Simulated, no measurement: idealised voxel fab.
The process module that follows is named voxel trench capacitor.
cross-section cut | 240 nm wide | cells 5 nm
Cross-section, as written here: a square-cell grid given band by band from the top down, where a band holds one or more rows of cells.
Look at the band entry: it leads with the top's height and the bottom's height in nm. Then it lists the materials left to right, with a width in nm for each. The word "all across" on a single material says that material fills the band edge to edge. The word "blank" is empty space.
Measure heights from 0. That's the level where, below it, the as-received wafer is all one material. The lowest band is bottomless and extends downward; write it as in "top 0, no bottom".
Per-row width for "30->40": begins at first number (top row of band), ends at second number (bottom row), increment between rows held constant.
Where the words "no modifications" appear for a step, the cross-section shows no cell changed by that step; every cell remained as before.
"Unvented cavities" lists enclosed empty spaces (at least 8 cells, no open path upward to the top), each as width x height at distance from the left edge, in nm.
The remark found on a step's line after its settings is issued by the simulator itself and pertains to that step.
Each step line may optionally specify "overlay nm", which for a step with a mask gives the rightward distance between the mask's planned place and where it lay, a negative value indicating the leftward direction.
-- Planned process steps
1 RECEIVE, material Si
2 CONFORMAL_DEP, material SiN, thk nm 10
3 PATTERN, tone open, mask id TRENCH, material resist, width nm 25, pitch nm 50, thk nm 15, overlay nm 0
4 DIRECTIONAL_ETCH, etch materials SiN, depth nm 10
5 DIRECTIONAL_ETCH, etch materials Si, depth nm 40
6 STRIP, etch materials resist
7 CONFORMAL_DEP, material HfO2, thk nm 5
8 CONFORMAL_DEP, material TiN, thk nm 5
9 FILL_DEP, material W, thk nm 5
10 CMP, height nm 10
-- Incoming wafer, cross-sectional view, post step 1
- top 0, no bottom = Si all across
- Unvented cavities: none
-- The first of the two wafers as seen in cross-section once the module was finished; processing followed the plan
- top 10, bottom 0 = SiN 55 nm / HfO2 5 nm / TiN 5 nm / W 5 nm / TiN 5 nm / HfO2 5 nm / SiN 25 nm / HfO2 5 nm / TiN 5 nm / W 5 nm / TiN 5 nm / HfO2 5 nm / SiN 25 nm / HfO2 5 nm / TiN 5 nm / W 5 nm / TiN 5 nm / HfO2 5 nm / SiN 60 nm
- top 0, bottom -30 = Si 55 nm / HfO2 5 nm / TiN 5 nm / W 5 nm / TiN 5 nm / HfO2 5 nm / Si 25 nm / HfO2 5 nm / TiN 5 nm / W 5 nm / TiN 5 nm / HfO2 5 nm / Si 25 nm / HfO2 5 nm / TiN 5 nm / W 5 nm / TiN 5 nm / HfO2 5 nm / Si 60 nm
- top -30, bottom -35 = Si 55 nm / HfO2 5 nm / TiN 15 nm / HfO2 5 nm / Si 25 nm / HfO2 5 nm / TiN 15 nm / HfO2 5 nm / Si 25 nm / HfO2 5 nm / TiN 15 nm / HfO2 5 nm / Si 60 nm
- top -35, bottom -40 = Si 55 nm / HfO2 25 nm / Si 25 nm / HfO2 25 nm / Si 25 nm / HfO2 25 nm / Si 60 nm
- top -40, no bottom = Si all across
- Unvented cavities: none
-- What the second wafer looks like in cross-section once the module is done. Its start and its plan matched the first wafer's exactly; what differed was one mistake in how it was run
- top 10, bottom 0 = SiN 55 nm / HfO2 5 nm / TiN 5 nm / HfO2 5 nm / TiN 5 nm / HfO2 5 nm / SiN 25 nm / HfO2 5 nm / TiN 5 nm / HfO2 5 nm / TiN 5 nm / HfO2 5 nm / SiN 25 nm / HfO2 5 nm / TiN 5 nm / HfO2 5 nm / TiN 5 nm / HfO2 5 nm / SiN 60 nm
- top 0, bottom -30 = Si 55 nm / HfO2 5 nm / TiN 5 nm / HfO2 5 nm / TiN 5 nm / HfO2 5 nm / Si 25 nm / HfO2 5 nm / TiN 5 nm / HfO2 5 nm / TiN 5 nm / HfO2 5 nm / Si 25 nm / HfO2 5 nm / TiN 5 nm / HfO2 5 nm / TiN 5 nm / HfO2 5 nm / Si 60 nm
- top -30, bottom -35 = Si 55 nm / HfO2 5 nm / TiN 15 nm / HfO2 5 nm / Si 25 nm / HfO2 5 nm / TiN 15 nm / HfO2 5 nm / Si 25 nm / HfO2 5 nm / TiN 15 nm / HfO2 5 nm / Si 60 nm
- top -35, bottom -40 = Si 55 nm / HfO2 25 nm / Si 25 nm / HfO2 25 nm / Si 25 nm / HfO2 25 nm / Si 60 nm
- top -40, no bottom = Si all across
- Unvented cavities: none
So what did we get wrong on this run? step 9 did not use the planned setting and instead ran as FILL_DEP, material HfO2, thk nm 5
Final tally in cells, some materials are higher or lower on the second wafer than on the first: HfO2: 24 more, W: 24 fewer
